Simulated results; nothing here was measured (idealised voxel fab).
process module | voxel air gaps
cross-section cut | 240 nm wide | cells 5 nm
A cross-section is a grid of square cells, given in bands from the top down. A band is one or more rows of cells.
Each band's line starts with the height of the band's top and of its bottom, in nm. Then come its materials from left to right, each with its width in nm. One material with "throughout" fills the band from edge to edge. "air" is empty space.
Height 0 is the level under which the wafer as received is all one material. The lowest band goes on downwards, as in "0 down".
A width such as "30 to 40" changes by the same amount from each row of cells to the next, from the band's top row to its bottom row.
"no change" after a step means that no cell of the cross-section changed.
closed voids: empty space of 8 cells or more with no open way to the top, each as width x height at its distance from the left edge, in nm
after a step's settings: what the simulator itself notes on the step
overlay nm, on a step with a mask: how far to the right of its planned place the mask lay; to the left if negative
plan
1 op RECEIVE | material Si
2 op CONFORMAL_DEP | material SiO2 | thk nm 10
3 op CONFORMAL_DEP | material SiCN | thk nm 5
4 op DIRECTIONAL_DEP | material SiO2 | thk nm 40
5 op MASKED_ETCH | tone open | mask id LINES | width nm 15 | pitch nm 45 | etch materials SiO2 | depth nm 40 | overlay nm 0
6 op CONFORMAL_DEP | material TiN | thk nm 5
7 op FILL_DEP | material Cu | thk nm 10
8 op CMP | height nm 55
9 op EPI | material Ru | thk nm 10
10 op SELECTIVE_ETCH | etch materials SiO2 | depth nm 50
11 op CONFORMAL_DEP | material SiCN | thk nm 5
as received, after step 1
  0 down: Si throughout
  closed voids: none
a wafer at the end: this start, this plan, one mistake
  80 to 75: air 20 | SiCN 200 | air 20
  75 to 55: air 20 | SiCN 5 | Ru 190 | SiCN 5 | air 20
  55 to 50: air 20 | SiCN 25 | TiN 5 | Cu 5 | TiN 5 | SiO2 30 | TiN 5 | Cu 5 | TiN 5 | SiO2 30 | TiN 5 | Cu 5 | TiN 5 | SiO2 30 | TiN 5 | Cu 5 | TiN 5 | SiCN 25 | air 20
  50 to 20: air 40 | SiCN 5 | TiN 5 | Cu 5 | TiN 5 | SiO2 30 | TiN 5 | Cu 5 | TiN 5 | SiO2 30 | TiN 5 | Cu 5 | TiN 5 | SiO2 30 | TiN 5 | Cu 5 | TiN 5 | SiCN 5 | air 40
  20 to 15: SiCN 45 | TiN 15 | SiO2 30 | TiN 15 | SiO2 30 | TiN 15 | SiO2 30 | TiN 15 | SiCN 45
  15 to 10: SiCN throughout
  10 to 0: SiO2 throughout
  0 down: Si throughout
  closed voids: none
what went wrong: step 9 was run twice
